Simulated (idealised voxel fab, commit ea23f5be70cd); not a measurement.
Documented hereafter: the process module known as voxel gate over fins.
Xsec cut, 275 nm wide, square cell size 5 nm.
In this document a cross-section is written as a grid of square cells. It is given as a series of bands, listed from the top down, and a band is one or more rows of cells. It is stipulated that each band's entry specify, in nanometres, the height of the top of the band and then that of its bottom, followed by the materials of the band in left-to-right sequence, each together with its width in nanometres. A single material marked by the word "throughout" is understood to fill the band from edge to edge; the word "blank" is understood to denote empty space. Height 0 is the level under which the wafer as received is all one material. The lowest band goes on downwards, as in "top 0, no bottom". When a width is written as two numbers, as in "30 to 40", the first number is the width in the top row of cells of the band and the second is the width in its bottom row, and the width changes by the same amount from each row to the next. Reading "no modification" for a step: not a cell of the cross-section changed in it. Entry "Enclosed void listing" = empty spaces >= 8 cells with no open way to the top; each as width x height at distance, distance from left edge, all nm. The remark found on a step's line after its settings is issued by the simulator itself and pertains to that step. "overlay nm" denotes, for a step that has a mask, the displacement of the mask to the right of its planned place, with negative values corresponding to the left.

STEPS PLANNED FOR THE PROCESS
| 1 | op RECEIVE | material Si |
| 2 | op CONFORMAL_DEP | material SiN | thk nm 5 |
| 3 | op MASKED_ETCH | tone cover | mask id FINS | width nm 15 | pitch nm 40 | etch materials SiN | depth nm 10 | overlay nm 0 |
| 4 | op MASKED_ETCH | tone cover | mask id FINS | width nm 15 | pitch nm 40 | etch materials Si | depth nm 30 | overlay nm 0 |
| 5 | op OXIDIZE | depth nm 5 |
| 6 | op FILL_DEP | material SiO2 | thk nm 10 |
| 7 | op CMP | height nm 10 |
| 8 | op SELECTIVE_ETCH | etch materials SiO2 | depth nm 25 |
| 9 | op STRIP | etch materials SiN |
| 10 | op CONFORMAL_DEP | material HfO2 | thk nm 5 |
| 11 | op CONFORMAL_DEP | material TiN | thk nm 5 |
| 12 | op FILL_DEP | material W | thk nm 10 |
| 13 | op CMP | height nm 15 |
| 14 | op CONFORMAL_DEP | material SiCN | thk nm 10 |
All wafers enter the flow in the same state. The thk nm at step 2 differs from wafer to wafer, and the plan gives the value for the first wafer.

AFTER STEP 1, AS RECEIVED: FIRST OF SEVERAL WAFERS, CROSS-SECTION
- top 0, no bottom  Si throughout
- Enclosed void listing: none

THE FOLLOWING TABLE CONTAINS A ROW PER WAFER, IN WHICH ARE REPORTED, AT THE CONCLUSION OF THE MODULE, THE CELLS OF EACH MATERIAL GAINED (+) OR LOST (-) SINCE THE WAFER'S RECEIPT, WITH ITS CLOSED VOIDS GIVEN THEREAFTER
thk nm 5 | +67 HfO2 | -371 Si | +110 SiCN | +212 SiO2 | +67 TiN | +190 W | Enclosed void listing: none
thk nm 10 | +67 HfO2 | -371 Si | +110 SiCN | +212 SiO2 | +67 TiN | +190 W | Enclosed void listing: none
thk nm 15 | +55 HfO2 | +110 SiCN | +55 TiN | +55 W | Enclosed void listing: none
thk nm 20 | +55 HfO2 | +110 SiCN | +55 TiN | +55 W | Enclosed void listing: none
thk nm 25 | +55 HfO2 | +110 SiCN | +55 TiN | +55 W | Enclosed void listing: none
